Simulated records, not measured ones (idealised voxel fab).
The following is a process module called voxel local oxidation.
The figure presents cross-section cut, which has a width of 295 nm and is divided into square cells with an edge length of 5 nm.
For the purposes of this document, a cross-section shall be understood as a grid of square cells, specified as bands listed in top-to-bottom order, each band consisting of one or more rows of cells.
Heights first: top, then bottom, in nm. Then materials, left to right, each with a width in nm. "edge to edge" on a single material: fills the band edge to edge. "empty": empty space.
Zero point of the height axis is 0; under it, received wafer = one material. Lowest band: continues down indefinitely, "0 -> down".
Width spec "30->40" -> top row of cells at first value, bottom row at second value, equal per-row change in between.
Given "remained the same" for a step, no cell of the cross-section differs between before and after that step.
"Closed void catalog" means: voids of 8 cells or more that are shut off from the top with no open way through. Written width x height at distance, distance from the left edge, in nm.
Text after the settings on a step's line: the simulator's own remark on that step.
The optional step-line setting "overlay nm" applies to steps with a mask and quantifies how far to the right of its planned location the mask lay, a negative value indicating leftward placement.
[Steps in the process plan]
1 RECEIVE | material Si
2 CONFORMAL_DEP | material SiO2 | thk nm 5
3 CONFORMAL_DEP | material SiN | thk nm 10
4 DIRECTIONAL_DEP | material aC | thk nm 15
5 PATTERN | tone cover | mask id ACTIVE | material resist | width nm 100 | pitch nm 130 | thk nm 35 | overlay nm 0
6 DIRECTIONAL_ETCH | etch materials aC | depth nm 15
7 STRIP | etch materials resist
8 DIRECTIONAL_ETCH | etch materials SiN | depth nm 10
9 STRIP | etch materials aC
10 SELECTIVE_ETCH | etch materials SiO2 | depth nm 5
11 OXIDIZE | depth nm 10
12 STRIP | etch materials SiN
[So this is the incoming wafer in cross-section - it's already been through step 1]
> 0 -> down | Si edge to edge
> Closed void catalog: none
[First of two wafers at the end of the module, shown in cross-section; run carried out as planned]
> 5 -> 0 | empty (35)  SiO2 (90)  empty (40)  SiO2 (90)  empty (40)
> 0 -> -10 | SiO2 (45)  Si (70)  SiO2 (60)  Si (70)  SiO2 (50)
> -10 -> down | Si edge to edge
> Closed void catalog: none
[Second wafer of the two, sectioned at the end of the module. It began like the first and followed the same plan, but one mistake was made while running it]
> 5 -> 0 | SiO2 (25)  empty (110)  SiO2 (20)  empty (110)  SiO2 (30)
> 0 -> -10 | Si (15)  SiO2 (260)  Si (20)
> -10 -> down | Si edge to edge
> Closed void catalog: none
Run error: step 5 changed vs plan, executed as PATTERN | tone open | mask id ACTIVE | material resist | width nm 100 | pitch nm 130 | thk nm 35 | overlay nm 0
Final tally in cells, some materials are higher or lower on the second wafer than on the first: Si -42; SiO2 +21
